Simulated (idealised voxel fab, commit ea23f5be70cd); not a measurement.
The process module presented herein is designated voxel air gaps.
Section shown: cut. Width: 235 nm. Cell size: 5 nm, square.
A cross-section is a grid of square cells, given in bands from the top down. A band is one or more rows of cells. Band entry format. Leading values: height of top, height of bottom, nm. Remainder: materials in left-to-right order, each with its width in nm. Special words: "full width" on a single material, which then fills the band edge to edge; "blank", empty space. A quick word on heights: they are counted from 0, and under that level the wafer as it came to us is one material throughout. The lowest band is different from the rest in having no bottom; it simply continues downward, written as in "0..down". So if you see something like "30..40" for the width, read it as the top row of the band sitting at the first number and the bottom row at the second, with every row in between moving by the same amount as the last. You'll sometimes find "same as before" written for a step, and that's the way of saying that nowhere in the cross-section did a cell change during that step. "Closed internal cavities" enumerates empty spaces isolated from the top, with no open way to it, that contain at least 8 cells, giving each as width x height at distance from the left edge, all three in nm. On a step's line, text after the settings is the simulator commenting on that step. overlay nm: step with mask; distance mask lay right of planned place; negative value = left of planned place.
-- The planned process steps are enumerated hereunder
1,RECEIVE: material Si
2,CONFORMAL_DEP: material SiO2, thk nm 15
3,CONFORMAL_DEP: material SiCN, thk nm 5
4,DIRECTIONAL_DEP: material SiO2, thk nm 35
5,DIRECTIONAL_DEP: material aC, thk nm 5
6,PATTERN: tone open, mask id LINES, material resist, width nm 25, pitch nm 50, thk nm 25, overlay nm 0
7,DIRECTIONAL_ETCH: etch materials aC, depth nm 10
8,STRIP: etch materials resist
9,DIRECTIONAL_ETCH: etch materials SiO2, depth nm 35
10,STRIP: etch materials aC
11,CONFORMAL_DEP: material TiN, thk nm 5
12,FILL_DEP: material Cu, thk nm 10
13,CMP: height nm 55
14,EPI: material Ru, thk nm 10
15,SELECTIVE_ETCH: etch materials SiO2, depth nm 45
16,CONFORMAL_DEP: material SiCN, thk nm 5
Don't read the plan's thk nm for step 5 as applying to every wafer: that's the first wafer's value, and the wafers differ in it, though they all start identical.
-- Sectional view: first of several wafers, as received, after step 1
* 0..down  Si full width
* Closed internal cavities: none
-- The following table contains a row per wafer, in which are reported, at the conclusion of the module, the cells of each material gained (+) or lost (-) since the wafer's receipt, with its closed voids given thereafter
thk nm 5; +54 Cu; +54 Ru; +164 SiCN; +141 SiO2; +51 TiN; Closed internal cavities: 15 x 25 at 85; 15 x 25 at 135
thk nm 10; +54 Cu; +54 Ru; +164 SiCN; +141 SiO2; +51 TiN; Closed internal cavities: 15 x 25 at 85; 15 x 25 at 135
thk nm 15; +94 SiCN; +141 SiO2; Closed internal cavities: none
thk nm 20; +94 SiCN; +141 SiO2; Closed internal cavities: none
thk nm 25; +94 SiCN; +141 SiO2; Closed internal cavities: none
